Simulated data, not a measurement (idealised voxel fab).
The following is a process module called voxel tone inversion.
Displayed cross-section: cut, width of 190 nm, square cells sized 5 nm.
Cross-section format: a grid of square cells, given as bands from top to bottom; each band is one or more rows of cells. Each band's line starts with the height of the band's top and of its bottom, in nm. Then come its materials from left to right, each with its width in nm. One material with "everywhere" fills the band from edge to edge. "empty" is empty space. Basically, 0 is our baseline, since under it the wafer straight out of the box is all one material. The bottom band has no lower end and keeps on going down, so it looks like "0 nm and below". The expression "30 to 40" gives the width at the extremes of the band, the first number at its top row of cells and the second at its bottom row, with the width changing by equal amounts from each row to the next in between. It should be understood that the words "no alterations made", when stated for a given step, signify that the cross-section underwent no change in any of its cells during that step. Heads up: "Closed void roster" only lists the empty pockets with no open path to the top that are 8 cells or more, and it writes them as width x height at distance, distance from the left edge, in nm. On each step's line, the part that comes after the settings is the simulator's own comment on the step. Regarding "overlay nm": on a step with a mask, it is the distance the mask lay to the right of its planned place; a negative value places it to the left.
# The process steps that were planned are listed below
1. RECEIVE [material Si]
2. CONFORMAL_DEP [material SiN] [thk nm 5]
3. DIRECTIONAL_DEP [material polySi] [thk nm 15]
4. PATTERN [tone cover] [mask id POSTS] [material resist] [width nm 15] [pitch nm 45] [thk nm 25] [overlay nm 0]
5. DIRECTIONAL_ETCH [etch materials polySi] [depth nm 15]
6. STRIP [etch materials resist]
7. FILL_DEP [material SiO2] [thk nm 5]
8. CMP [height nm 20]
9. STRIP [etch materials polySi]
# Here's what the wafer looked like in cross-section when it arrived - that's after step 1
- 0 nm and below: Si everywhere
- Closed void roster: none
# Wafer cross-section at module end: first of two, run to plan
- 20 nm to 5 nm: 40 of SiO2; 15 of empty; 30 of SiO2; 15 of empty; 30 of SiO2; 15 of empty; 45 of SiO2
- 5 nm to 0 nm: SiN everywhere
- 0 nm and below: Si everywhere
- Closed void roster: none
# Wafer two cross-section, module end. Start and plan unchanged from wafer one; one mistake made during the run
- 20 nm to 5 nm: 40 of empty; 15 of polySi; 30 of empty; 15 of polySi; 30 of empty; 15 of polySi; 45 of empty
- 5 nm to 0 nm: SiN everywhere
- 0 nm and below: Si everywhere
- Closed void roster: none
What went wrong in running the wafer? step 9 went in with a setting other than planned; the actual run was STRIP [etch materials SiO2]
Final wafer comparison in cells, second versus first, more or fewer per material: 87 fewer of SiO2, 27 more of polySi
